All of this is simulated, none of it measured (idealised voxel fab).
Process module heading - voxel self aligned vias
Square cells of 5 nm make up the cross-section cut, whose width is 255 nm.
Cross-sections here: square-cell grids, written as top-down lists of bands, a band being one or more rows of cells. First you get the band's top height and its bottom height, in nm, and then the materials it's made of, left to right, with each width in nm. If you see a single material with "full width", that one covers the band edge to edge. "empty" is empty space. Heights from 0 (as-received wafer is one material below). Bottom band endless downward, as "top 0, no bottom". It should be noted that a width expressed as "30->40" varies in equal increments from row to row of cells within the band, taking the value of the first number at the top row and that of the second number at the bottom row. When a step is marked "remained the same", none of the cells in the cross-section changed during that step. Voids not open to the top, 8 cells minimum: see "Unvented internal voids". Written width x height at distance; distance is from the left edge; nm. Text after the settings on a step's line: the simulator's own remark on that step. overlay nm: on a step with a mask, how far right of its planned place the mask lay; negative means left.
The planned process steps are enumerated hereunder:
step 1: RECEIVE with material Si
step 2: CONFORMAL_DEP with material SiO2, thk nm 15
step 3: CONFORMAL_DEP with material SiCN, thk nm 5
step 4: DIRECTIONAL_DEP with material SiO2, thk nm 20
step 5: PATTERN with tone open, mask id LINES, material resist, width nm 30, pitch nm 80, thk nm 20, overlay nm 0
step 6: DIRECTIONAL_ETCH with etch materials SiO2, depth nm 20
step 7: STRIP with etch materials resist
step 8: CONFORMAL_DEP with material TiN, thk nm 5
step 9: FILL_DEP with material W, thk nm 10
step 10: CMP with height nm 40
step 11: SELECTIVE_ETCH with etch materials W Ru TiN, depth nm 5
step 12: FILL_DEP with material SiN, thk nm 10
step 13: CMP with height nm 40
step 14: DIRECTIONAL_DEP with material SiO2, thk nm 20
step 15: DIRECTIONAL_DEP with material aC, thk nm 15
step 16: PATTERN with tone open, mask id VIAS, material resist, width nm 50, thk nm 30, overlay nm 0
step 17: DIRECTIONAL_ETCH with etch materials aC, depth nm 15
step 18: STRIP with etch materials resist
step 19: DIRECTIONAL_ETCH with etch materials SiO2, depth nm 20
step 20: DIRECTIONAL_ETCH with etch materials SiN, depth nm 5
step 21: STRIP with etch materials aC
step 22: CONFORMAL_DEP with material TiN, thk nm 5
step 23: FILL_DEP with material Cu, thk nm 5
step 24: CMP with height nm 60
step 25: CONFORMAL_DEP with material SiN, thk nm 5
First wafer out of two, processed as planned:
Cross-sectional view of the wafer in its as-received condition, corresponding to the state after step 1:
> top 0, no bottom = Si full width
> Unvented internal voids: none
Cross-section through the wafer, step 2 finished:
> top 15, bottom 0 = SiO2 full width
> Nothing below the height 0 has changed.
Cross-section through the wafer, step 3 finished:
> top 20, bottom 15 = SiCN full width
> Nothing below the height 15 has changed.
Cross-section through the wafer, step 4 finished:
> top 40, bottom 20 = SiO2 full width
> Nothing below the height 20 has changed.
Cross-section through the wafer, step 5 finished:
> top 60, bottom 40 = resist=70, then empty=30, then resist=50, then empty=30, then resist=75
> Nothing below the height 40 has changed.
Cross-section through the wafer, step 6 finished:
> top 60, bottom 40 = resist=70, then empty=30, then resist=50, then empty=30, then resist=75
> top 40, bottom 20 = SiO2=70, then empty=30, then SiO2=50, then empty=30, then SiO2=75
> Nothing below the height 20 has changed.
Cross-section through the wafer, step 7 finished:
> top 40, bottom 20 = SiO2=70, then empty=30, then SiO2=50, then empty=30, then SiO2=75
> Nothing below the height 20 has changed.
Cross-section through the wafer, step 8 finished:
> top 45, bottom 40 = TiN=75, then empty=20, then TiN=60, then empty=20, then TiN=80
> top 40, bottom 25 = SiO2=70, then TiN=5, then empty=20, then TiN=5, then SiO2=50, then TiN=5, then empty=20, then TiN=5, then SiO2=75
> top 25, bottom 20 = SiO2=70, then TiN=30, then SiO2=50, then TiN=30, then SiO2=75
> Nothing below the height 20 has changed.
Cross-section through the wafer, step 9 finished:
> top 55, bottom 45 = W full width
> top 45, bottom 40 = TiN=75, then W=20, then TiN=60, then W=20, then TiN=80
> top 40, bottom 25 = SiO2=70, then TiN=5, then W=20, then TiN=5, then SiO2=50, then TiN=5, then W=20, then TiN=5, then SiO2=75
> Nothing below the height 25 has changed.
Cross-section through the wafer, step 10 finished:
> top 40, bottom 25 = SiO2=70, then TiN=5, then W=20, then TiN=5, then SiO2=50, then TiN=5, then W=20, then TiN=5, then SiO2=75
> Nothing below the height 25 has changed.
Cross-section through the wafer, step 11 finished:
> top 40, bottom 35 = SiO2=70, then empty=30, then SiO2=50, then empty=30, then SiO2=75
> Nothing below the height 35 has changed.
Cross-section through the wafer, step 12 finished:
> top 50, bottom 40 = SiN full width
> top 40, bottom 35 = SiO2=70, then SiN=30, then SiO2=50, then SiN=30, then SiO2=75
> Nothing below the height 35 has changed.
Cross-section through the wafer, step 13 finished:
> top 40, bottom 35 = SiO2=70, then SiN=30, then SiO2=50, then SiN=30, then SiO2=75
> Nothing below the height 35 has changed.
Cross-section through the wafer, step 14 finished:
> top 60, bottom 40 = SiO2 full width
> Nothing below the height 40 has changed.
Cross-section through the wafer, step 15 finished:
> top 75, bottom 60 = aC full width
> Nothing below the height 60 has changed.
Cross-section through the wafer, step 16 finished:
> top 105, bottom 75 = resist=60, then empty=50, then resist=145
> Nothing below the height 75 has changed.
Cross-section through the wafer, step 17 finished:
> top 90, bottom 75 = resist=60, then empty=50, then resist=145
> top 75, bottom 60 = aC=60, then empty=50, then aC=145
> Nothing below the height 60 has changed.
Cross-section through the wafer, step 18 finished:
> top 75, bottom 60 = aC=60, then empty=50, then aC=145
> Nothing below the height 60 has changed.
Cross-section through the wafer, step 19 finished:
> top 75, bottom 60 = aC=60, then empty=50, then aC=145
> top 60, bottom 40 = SiO2=60, then empty=50, then SiO2=145
> Nothing below the height 40 has changed.
Cross-section through the wafer, step 20 finished:
> top 75, bottom 60 = aC=60, then empty=50, then aC=145
> top 60, bottom 40 = SiO2=60, then empty=50, then SiO2=145
> top 40, bottom 35 = SiO2=70, then empty=30, then SiO2=50, then SiN=30, then SiO2=75
> Nothing below the height 35 has changed.
Cross-section through the wafer, step 21 finished:
> top 60, bottom 40 = SiO2=60, then empty=50, then SiO2=145
> Nothing below the height 40 has changed.
Cross-section through the wafer, step 22 finished:
> top 65, bottom 60 = TiN=65, then empty=40, then TiN=150
> top 60, bottom 45 = SiO2=60, then TiN=5, then empty=40, then TiN=5, then SiO2=145
> top 45, bottom 40 = SiO2=60, then TiN=15, then empty=20, then TiN=15, then SiO2=145
> top 40, bottom 35 = SiO2=70, then TiN=30, then SiO2=50, then SiN=30, then SiO2=75
> Nothing below the height 35 has changed.
Cross-section through the wafer, step 23 finished:
> top 70, bottom 65 = Cu full width
> top 65, bottom 60 = TiN=65, then Cu=40, then TiN=150
> top 60, bottom 45 = SiO2=60, then TiN=5, then Cu=40, then TiN=5, then SiO2=145
> top 45, bottom 40 = SiO2=60, then TiN=15, then Cu=20, then TiN=15, then SiO2=145
> Nothing below the height 40 has changed.
Cross-section through the wafer, step 24 finished:
> top 60, bottom 45 = SiO2=60, then TiN=5, then Cu=40, then TiN=5, then SiO2=145
> Nothing below the height 45 has changed.
Cross-section through the wafer, step 25 finished:
> top 65, bottom 60 = SiN full width
> Nothing below the height 60 has changed.
Second wafer, same starting conditions and recipe as the first, one mistake in executing it, nothing differs from the first up to and including step 2:
At the planned end of step 3, the second wafer in cross-section:
> top 35, bottom 0 = SiO2 full width
> Nothing below the height 0 has changed.
At the planned end of step 4, the second wafer in cross-section:
> top 40, bottom 35 = SiCN full width
> Nothing below the height 35 has changed.
At the planned end of step 5, the second wafer in cross-section:
> top 60, bottom 40 = resist=70, then empty=30, then resist=50, then empty=30, then resist=75
> Nothing below the height 40 has changed.
At the planned end of step 6, the second wafer in cross-section: remained the same
At the planned end of step 7, the second wafer in cross-section:
> top 40, bottom 35 = SiCN full width
> Nothing below the height 35 has changed.
At the planned end of step 8, the second wafer in cross-section:
> top 45, bottom 40 = TiN full width
> Nothing below the height 40 has changed.
At the planned end of step 9, the second wafer in cross-section:
> top 55, bottom 45 = W full width
> Nothing below the height 45 has changed.
At the planned end of step 10, the second wafer in cross-section:
> top 40, bottom 35 = SiCN full width
> Nothing below the height 35 has changed.
At the planned end of step 11, the second wafer in cross-section: remained the same
At the planned end of step 12, the second wafer in cross-section:
> top 50, bottom 40 = SiN full width
> Nothing below the height 40 has changed.
At the planned end of step 13, the second wafer in cross-section:
> top 40, bottom 35 = SiCN full width
> Nothing below the height 35 has changed.
At the planned end of step 14, the second wafer in cross-section:
> top 60, bottom 40 = SiO2 full width
> Nothing below the height 40 has changed.
At the planned end of step 15, the second wafer in cross-section:
> top 75, bottom 60 = aC full width
> Nothing below the height 60 has changed.
At the planned end of step 16, the second wafer in cross-section:
> top 105, bottom 75 = resist=60, then empty=50, then resist=145
> Nothing below the height 75 has changed.
At the planned end of step 17, the second wafer in cross-section:
> top 90, bottom 75 = resist=60, then empty=50, then resist=145
> top 75, bottom 60 = aC=60, then empty=50, then aC=145
> Nothing below the height 60 has changed.
At the planned end of step 18, the second wafer in cross-section:
> top 75, bottom 60 = aC=60, then empty=50, then aC=145
> Nothing below the height 60 has changed.
At the planned end of step 19, the second wafer in cross-section:
> top 75, bottom 60 = aC=60, then empty=50, then aC=145
> top 60, bottom 40 = SiO2=60, then empty=50, then SiO2=145
> Nothing below the height 40 has changed.
At the planned end of step 20, the second wafer in cross-section: remained the same
At the planned end of step 21, the second wafer in cross-section:
> top 60, bottom 40 = SiO2=60, then empty=50, then SiO2=145
> Nothing below the height 40 has changed.
At the planned end of step 22, the second wafer in cross-section:
> top 65, bottom 60 = TiN=65, then empty=40, then TiN=150
> top 60, bottom 45 = SiO2=60, then TiN=5, then empty=40, then TiN=5, then SiO2=145
> top 45, bottom 40 = SiO2=60, then TiN=50, then SiO2=145
> Nothing below the height 40 has changed.
At the planned end of step 23, the second wafer in cross-section:
> top 70, bottom 65 = Cu full width
> top 65, bottom 60 = TiN=65, then Cu=40, then TiN=150
> top 60, bottom 45 = SiO2=60, then TiN=5, then Cu=40, then TiN=5, then SiO2=145
> Nothing below the height 45 has changed.
At the planned end of step 24, the second wafer in cross-section:
> top 60, bottom 45 = SiO2=60, then TiN=5, then Cu=40, then TiN=5, then SiO2=145
> Nothing below the height 45 has changed.
At the planned end of step 25, the second wafer in cross-section:
> top 65, bottom 60 = SiN full width
> Nothing below the height 60 has changed.
Short version of what went wrong: sequence error: steps 3 and 4 interchanged
Final difference in cells, second wafer against first, listed per material as more or fewer: -4 Cu | -6 SiN | +48 SiO2 | -22 TiN | -16 W
